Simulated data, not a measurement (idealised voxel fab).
process module | voxel capacitor over wiring
cross-section cut | 190 nm wide | cells 5 nm
A cross-section is a grid of square cells, given in bands from the top down. A band is one or more rows of cells.
Each band's line starts with the height of the band's top and of its bottom, in nm. Then come its materials from left to right, each with its width in nm. One material with "throughout" fills the band from edge to edge. "air" is empty space.
Height 0 is the level under which the wafer as received is all one material. The lowest band goes on downwards, as in "0 down".
A width such as "30 to 40" changes by the same amount from each row of cells to the next, from the band's top row to its bottom row.
"no change" after a step means that no cell of the cross-section changed.
closed voids: empty space of 8 cells or more with no open way to the top, each as width x height at its distance from the left edge, in nm
after a step's settings: what the simulator itself notes on the step
overlay nm, on a step with a mask: how far to the right of its planned place the mask lay; to the left if negative
plan
1 op RECEIVE | material Si
2 op CONFORMAL_DEP | material SiO2 | thk nm 10
3 op CONFORMAL_DEP | material SiN | thk nm 5
4 op DIRECTIONAL_DEP | material SiO2 | thk nm 15
5 op DIRECTIONAL_DEP | material aC | thk nm 10
6 op PATTERN | tone open | mask id METAL_1 | material resist | width nm 30 | pitch nm 80 | thk nm 30 | overlay nm 0
7 op DIRECTIONAL_ETCH | etch materials aC | depth nm 10
8 op STRIP | etch materials resist
9 op DIRECTIONAL_ETCH | etch materials SiO2 | depth nm 15
10 op DIRECTIONAL_ETCH | etch materials SiN | depth nm 5
11 op STRIP | etch materials aC
12 op CONFORMAL_DEP | material TiN | thk nm 5
13 op FILL_DEP | material Ru | thk nm 10
14 op CMP | height nm 30
15 op EPI | material Ru | thk nm 5
16 op FILL_DEP | material SiCN | thk nm 5
17 op DIRECTIONAL_DEP | material SiO2 | thk nm 10
18 op MASKED_ETCH | tone open | mask id PLUG_1 | width nm 15 | etch materials SiO2 | depth nm 10 | overlay nm 0
19 op MASKED_ETCH | tone open | mask id PLUG_1 | width nm 15 | etch materials SiCN | depth nm 5 | overlay nm 0
20 op CONFORMAL_DEP | material TiN | thk nm 5
21 op FILL_DEP | material Cu | thk nm 5
22 op CMP | height nm 50
23 op DIRECTIONAL_DEP | material TiN | thk nm 5
24 op DIRECTIONAL_DEP | material HfO2 | thk nm 5
25 op DIRECTIONAL_DEP | material TiN | thk nm 10
26 op DIRECTIONAL_DEP | material aC | thk nm 15
27 op PATTERN | tone cover | mask id UPPER_PLATE | material resist | width nm 55 | thk nm 30 | overlay nm 0
28 op DIRECTIONAL_ETCH | etch materials aC | depth nm 15
29 op STRIP | etch materials resist
30 op DIRECTIONAL_ETCH | etch materials TiN | depth nm 10
31 op DIRECTIONAL_ETCH | etch materials HfO2 | depth nm 5
32 op STRIP | etch materials aC
33 op PATTERN | tone cover | mask id LOWER_PLATE | material resist | width nm 65 | thk nm 15 | overlay nm 0
34 op DIRECTIONAL_ETCH | etch materials TiN | depth nm 5
35 op STRIP | etch materials resist
36 op FILL_DEP | material SiO2 | thk nm 20
37 op CMP | height nm 85
38 op MASKED_ETCH | tone open | mask id PLUG_2 | width nm 15 | etch materials SiO2 | depth nm 15 | overlay nm 0
39 op CONFORMAL_DEP | material TiN | thk nm 5
40 op FILL_DEP | material W | thk nm 5
41 op CMP | height nm 85
42 op CONFORMAL_DEP | material SiCN | thk nm 5
first wafer, as planned
as received, after step 1
  0 down: Si throughout
  closed voids: none
after step 2
  10 to 0: SiO2 throughout
  below 0: unchanged
after step 3
  15 to 10: SiN throughout
  below 10: unchanged
after step 4
  30 to 15: SiO2 throughout
  below 15: unchanged
after step 5
  40 to 30: aC throughout
  below 30: unchanged
after step 6
  70 to 40: resist 40 | air 30 | resist 50 | air 30 | resist 40
  below 40: unchanged
after step 7
  60 to 40: resist 40 | air 30 | resist 50 | air 30 | resist 40
  40 to 30: aC 40 | air 30 | aC 50 | air 30 | aC 40
  below 30: unchanged
after step 8
  40 to 30: aC 40 | air 30 | aC 50 | air 30 | aC 40
  below 30: unchanged
after step 9
  40 to 30: aC 40 | air 30 | aC 50 | air 30 | aC 40
  30 to 15: SiO2 40 | air 30 | SiO2 50 | air 30 | SiO2 40
  below 15: unchanged
after step 10
  40 to 30: aC 40 | air 30 | aC 50 | air 30 | aC 40
  30 to 15: SiO2 40 | air 30 | SiO2 50 | air 30 | SiO2 40
  15 to 10: SiN 40 | air 30 | SiN 50 | air 30 | SiN 40
  below 10: unchanged
after step 11
  30 to 15: SiO2 40 | air 30 | SiO2 50 | air 30 | SiO2 40
  below 15: unchanged
after step 12
  35 to 30: TiN 45 | air 20 | TiN 60 | air 20 | TiN 45
  30 to 15: SiO2 40 | TiN 5 | air 20 | TiN 5 | SiO2 50 | TiN 5 | air 20 | TiN 5 | SiO2 40
  15 to 10: SiN 40 | TiN 30 | SiN 50 | TiN 30 | SiN 40
  below 10: unchanged
after step 13
  45 to 35: Ru throughout
  35 to 30: TiN 45 | Ru 20 | TiN 60 | Ru 20 | TiN 45
  30 to 15: SiO2 40 | TiN 5 | Ru 20 | TiN 5 | SiO2 50 | TiN 5 | Ru 20 | TiN 5 | SiO2 40
  below 15: unchanged
after step 14
  30 to 15: SiO2 40 | TiN 5 | Ru 20 | TiN 5 | SiO2 50 | TiN 5 | Ru 20 | TiN 5 | SiO2 40
  below 15: unchanged
after step 15
  35 to 30: air 35 | Ru 40 | air 40 | Ru 40 | air 35
  below 30: unchanged
after step 16
  40 to 35: SiCN throughout
  35 to 30: SiCN 35 | Ru 40 | SiCN 40 | Ru 40 | SiCN 35
  below 30: unchanged
after step 17
  50 to 40: SiO2 throughout
  below 40: unchanged
after step 18
  50 to 40: SiO2 55 | air 15 | SiO2 120
  below 40: unchanged
after step 19
  50 to 40: SiO2 55 | air 15 | SiO2 120
  40 to 35: SiCN 55 | air 15 | SiCN 120
  below 35: unchanged
after step 20
  55 to 50: TiN 60 | air 5 | TiN 125
  50 to 40: SiO2 55 | TiN 5 | air 5 | TiN 5 | SiO2 120
  40 to 35: SiCN 55 | TiN 15 | SiCN 120
  below 35: unchanged
after step 21
  60 to 55: Cu throughout
  55 to 50: TiN 60 | Cu 5 | TiN 125
  50 to 40: SiO2 55 | TiN 5 | Cu 5 | TiN 5 | SiO2 120
  below 40: unchanged
after step 22
  50 to 40: SiO2 55 | TiN 5 | Cu 5 | TiN 5 | SiO2 120
  below 40: unchanged
after step 23
  55 to 50: TiN throughout
  below 50: unchanged
after step 24
  60 to 55: HfO2 throughout
  below 55: unchanged
after step 25
  70 to 60: TiN throughout
  below 60: unchanged
after step 26
  85 to 70: aC throughout
  below 70: unchanged
after step 27
  115 to 85: air 55 | resist 55 | air 80
  below 85: unchanged
after step 28
  100 to 85: air 55 | resist 55 | air 80
  85 to 70: air 55 | aC 55 | air 80
  below 70: unchanged
after step 29
  85 to 70: air 55 | aC 55 | air 80
  below 70: unchanged
after step 30
  85 to 70: air 55 | aC 55 | air 80
  70 to 60: air 55 | TiN 55 | air 80
  below 60: unchanged
after step 31
  85 to 70: air 55 | aC 55 | air 80
  70 to 60: air 55 | TiN 55 | air 80
  60 to 55: air 55 | HfO2 55 | air 80
  below 55: unchanged
after step 32
  70 to 60: air 55 | TiN 55 | air 80
  below 60: unchanged
after step 33
  85 to 70: air 50 | resist 65 | air 75
  70 to 60: air 50 | resist 5 | TiN 55 | resist 5 | air 75
  60 to 55: air 50 | resist 5 | HfO2 55 | resist 5 | air 75
  below 55: unchanged
after step 34
  85 to 70: air 50 | resist 65 | air 75
  70 to 60: air 50 | resist 5 | TiN 55 | resist 5 | air 75
  60 to 55: air 50 | resist 5 | HfO2 55 | resist 5 | air 75
  55 to 50: air 50 | TiN 65 | air 75
  below 50: unchanged
after step 35
  70 to 60: air 55 | TiN 55 | air 80
  60 to 55: air 55 | HfO2 55 | air 80
  below 55: unchanged
after step 36
  90 to 70: SiO2 throughout
  70 to 60: SiO2 55 | TiN 55 | SiO2 80
  60 to 55: SiO2 55 | HfO2 55 | SiO2 80
  55 to 50: SiO2 50 | TiN 65 | SiO2 75
  below 50: unchanged
after step 37
  85 to 70: SiO2 throughout
  below 70: unchanged
after step 38
  85 to 70: SiO2 65 | air 15 | SiO2 110
  below 70: unchanged
after step 39
  90 to 85: TiN 70 | air 5 | TiN 115
  85 to 75: SiO2 65 | TiN 5 | air 5 | TiN 5 | SiO2 110
  75 to 70: SiO2 65 | TiN 15 | SiO2 110
  below 70: unchanged
after step 40
  95 to 90: W throughout
  90 to 85: TiN 70 | W 5 | TiN 115
  85 to 75: SiO2 65 | TiN 5 | W 5 | TiN 5 | SiO2 110
  below 75: unchanged
after step 41
  85 to 75: SiO2 65 | TiN 5 | W 5 | TiN 5 | SiO2 110
  below 75: unchanged
after step 42
  90 to 85: SiCN throughout
  below 85: unchanged
second wafer: like start, like plan, one mistake. Through step 41 it matches the first wafer
when step 42 should have ended
  100 to 85: SiCN throughout
  below 85: unchanged
what went wrong: step 42 ran as: op CONFORMAL_DEP | material SiCN | thk nm 15
at the end the second wafer has, in cells: 76 more of SiCN
